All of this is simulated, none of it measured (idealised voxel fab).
Process module, titled voxel trench capacitor
For reference, the cross-section in this document is cut, with width 205 nm and square cells of 5 nm.
If you're reading a cross-section in this doc, picture square cells in a grid; it comes to you as bands, top ones listed first down to the bottom, and a band can be one or more rows of cells.
A band entry consists of two parts. The first gives the height of the band's top and the height of its bottom, in nm. The rest lists the band's materials from left to right, each with its width in nm. A single material labelled with the word "full width" fills the band from edge to edge, and the word "empty" marks empty space.
All heights in this document are referenced to 0, defined as the level beneath which the wafer, as received, consists entirely of one material. The lowest band is not bounded below; it extends indefinitely downward and is written in the form "0 nm and below".
So if you see something like "30->40" for the width, read it as the top row of the band sitting at the first number and the bottom row at the second, with every row in between moving by the same amount as the last.
"no change occurred", as given for a step, is the statement that not any cell of the cross-section underwent a change during that step.
"Sealed-off cavities" lists enclosed empty spaces (at least 8 cells, no open path upward to the top), each as width x height at distance from the left edge, in nm.
Read whatever lies past the settings on a step's line as the simulator's own remark about the step.
Steps that use a mask can have "overlay nm" on their line. It says how far the mask sat to the right of where it was meant to be. Negative means to the left.

THESE ARE THE STEPS WE PLANNED FOR THE PROCESS
- 1: RECEIVE, material Si
- 2: CONFORMAL_DEP, material SiN, thk nm 10
- 3: PATTERN, tone open, mask id TRENCH, material resist, width nm 20, pitch nm 50, thk nm 15, overlay nm 0
- 4: DIRECTIONAL_ETCH, etch materials SiN, depth nm 10
- 5: DIRECTIONAL_ETCH, etch materials Si, depth nm 35
- 6: STRIP, etch materials resist
- 7: CONFORMAL_DEP, material Al2O3, thk nm 5
- 8: FILL_DEP, material polySi, thk nm 10
- 9: CMP, height nm 10

OF TWO WAFERS, THE FIRST: RUN ACCORDING TO PLAN

WAFER AS RECEIVED: CROSS-SECTION FOLLOWING STEP 1
	0 nm and below  Si full width
	Sealed-off cavities: none

AFTER STEP 2
	10 nm to 0 nm  SiN full width
	Below 0, the layers are the same as they were.

AFTER STEP 3
	25 nm to 10 nm  resist (15), empty (20), resist (30), empty (20), resist (30), empty (20), resist (30), empty (20), resist (20)
	Below 10, the layers are the same as they were.

AFTER STEP 4
	25 nm to 10 nm  resist (15), empty (20), resist (30), empty (20), resist (30), empty (20), resist (30), empty (20), resist (20)
	10 nm to 0 nm  SiN (15), empty (20), SiN (30), empty (20), SiN (30), empty (20), SiN (30), empty (20), SiN (20)
	Below 0, the layers are the same as they were.

AFTER STEP 5
	25 nm to 10 nm  resist (15), empty (20), resist (30), empty (20), resist (30), empty (20), resist (30), empty (20), resist (20)
	10 nm to 0 nm  SiN (15), empty (20), SiN (30), empty (20), SiN (30), empty (20), SiN (30), empty (20), SiN (20)
	0 nm to -35 nm  Si (15), empty (20), Si (30), empty (20), Si (30), empty (20), Si (30), empty (20), Si (20)
	Below -35, the layers are the same as they were.

AFTER STEP 6
	10 nm to 0 nm  SiN (15), empty (20), SiN (30), empty (20), SiN (30), empty (20), SiN (30), empty (20), SiN (20)
	Below 0, the layers are the same as they were.

AFTER STEP 7
	15 nm to 10 nm  Al2O3 (20), empty (10), Al2O3 (40), empty (10), Al2O3 (40), empty (10), Al2O3 (40), empty (10), Al2O3 (25)
	10 nm to 0 nm  SiN (15), Al2O3 (5), empty (10), Al2O3 (5), SiN (30), Al2O3 (5), empty (10), Al2O3 (5), SiN (30), Al2O3 (5), empty (10), Al2O3 (5), SiN (30), Al2O3 (5), empty (10), Al2O3 (5), SiN (20)
	0 nm to -30 nm  Si (15), Al2O3 (5), empty (10), Al2O3 (5), Si (30), Al2O3 (5), empty (10), Al2O3 (5), Si (30), Al2O3 (5), empty (10), Al2O3 (5), Si (30), Al2O3 (5), empty (10), Al2O3 (5), Si (20)
	-30 nm to -35 nm  Si (15), Al2O3 (20), Si (30), Al2O3 (20), Si (30), Al2O3 (20), Si (30), Al2O3 (20), Si (20)
	Below -35, the layers are the same as they were.

AFTER STEP 8
	25 nm to 15 nm  polySi full width
	15 nm to 10 nm  Al2O3 (20), polySi (10), Al2O3 (40), polySi (10), Al2O3 (40), polySi (10), Al2O3 (40), polySi (10), Al2O3 (25)
	10 nm to 0 nm  SiN (15), Al2O3 (5), polySi (10), Al2O3 (5), SiN (30), Al2O3 (5), polySi (10), Al2O3 (5), SiN (30), Al2O3 (5), polySi (10), Al2O3 (5), SiN (30), Al2O3 (5), polySi (10), Al2O3 (5), SiN (20)
	0 nm to -30 nm  Si (15), Al2O3 (5), polySi (10), Al2O3 (5), Si (30), Al2O3 (5), polySi (10), Al2O3 (5), Si (30), Al2O3 (5), polySi (10), Al2O3 (5), Si (30), Al2O3 (5), polySi (10), Al2O3 (5), Si (20)
	Below -30, the layers are the same as they were.

AFTER STEP 9
	10 nm to 0 nm  SiN (15), Al2O3 (5), polySi (10), Al2O3 (5), SiN (30), Al2O3 (5), polySi (10), Al2O3 (5), SiN (30), Al2O3 (5), polySi (10), Al2O3 (5), SiN (30), Al2O3 (5), polySi (10), Al2O3 (5), SiN (20)
	Below 0, the layers are the same as they were.

SECOND WAFER - SHARED START AND PLAN WITH THE FIRST - ONE ERROR IN RUNNING - SAME AS THE FIRST UP TO STEP 4 INCLUSIVE

X-SECTION, SECOND WAFER, WHEN STEP 5 WAS DUE TO FINISH
	25 nm to 10 nm  resist (15), empty (20), resist (30), empty (20), resist (30), empty (20), resist (30), empty (20), resist (20)
	10 nm to 0 nm  SiN (15), empty (20), SiN (30), empty (20), SiN (30), empty (20), SiN (30), empty (20), SiN (20)
	0 nm to -70 nm  Si (15), empty (20), Si (30), empty (20), Si (30), empty (20), Si (30), empty (20), Si (20)
	Below -70, the layers are the same as they were.

X-SECTION, SECOND WAFER, WHEN STEP 6 WAS DUE TO FINISH
	10 nm to 0 nm  SiN (15), empty (20), SiN (30), empty (20), SiN (30), empty (20), SiN (30), empty (20), SiN (20)
	Below 0, the layers are the same as they were.

X-SECTION, SECOND WAFER, WHEN STEP 7 WAS DUE TO FINISH
	15 nm to 10 nm  Al2O3 (20), empty (10), Al2O3 (40), empty (10), Al2O3 (40), empty (10), Al2O3 (40), empty (10), Al2O3 (25)
	10 nm to 0 nm  SiN (15), Al2O3 (5), empty (10), Al2O3 (5), SiN (30), Al2O3 (5), empty (10), Al2O3 (5), SiN (30), Al2O3 (5), empty (10), Al2O3 (5), SiN (30), Al2O3 (5), empty (10), Al2O3 (5), SiN (20)
	0 nm to -65 nm  Si (15), Al2O3 (5), empty (10), Al2O3 (5), Si (30), Al2O3 (5), empty (10), Al2O3 (5), Si (30), Al2O3 (5), empty (10), Al2O3 (5), Si (30), Al2O3 (5), empty (10), Al2O3 (5), Si (20)
	-65 nm to -70 nm  Si (15), Al2O3 (20), Si (30), Al2O3 (20), Si (30), Al2O3 (20), Si (30), Al2O3 (20), Si (20)
	Below -70, the layers are the same as they were.

X-SECTION, SECOND WAFER, WHEN STEP 8 WAS DUE TO FINISH
	25 nm to 15 nm  polySi full width
	15 nm to 10 nm  Al2O3 (20), polySi (10), Al2O3 (40), polySi (10), Al2O3 (40), polySi (10), Al2O3 (40), polySi (10), Al2O3 (25)
	10 nm to 0 nm  SiN (15), Al2O3 (5), polySi (10), Al2O3 (5), SiN (30), Al2O3 (5), polySi (10), Al2O3 (5), SiN (30), Al2O3 (5), polySi (10), Al2O3 (5), SiN (30), Al2O3 (5), polySi (10), Al2O3 (5), SiN (20)
	0 nm to -65 nm  Si (15), Al2O3 (5), polySi (10), Al2O3 (5), Si (30), Al2O3 (5), polySi (10), Al2O3 (5), Si (30), Al2O3 (5), polySi (10), Al2O3 (5), Si (30), Al2O3 (5), polySi (10), Al2O3 (5), Si (20)
	Below -65, the layers are the same as they were.

X-SECTION, SECOND WAFER, WHEN STEP 9 WAS DUE TO FINISH
	10 nm to 0 nm  SiN (15), Al2O3 (5), polySi (10), Al2O3 (5), SiN (30), Al2O3 (5), polySi (10), Al2O3 (5), SiN (30), Al2O3 (5), polySi (10), Al2O3 (5), SiN (30), Al2O3 (5), polySi (10), Al2O3 (5), SiN (20)
	Below 0, the layers are the same as they were.
Deviation from plan: in the plan, step 5 was performed twice
The final cell counts differ between the wafers, with the second having more or fewer of some materials than the first: Al2O3 +56; Si -112; polySi +56
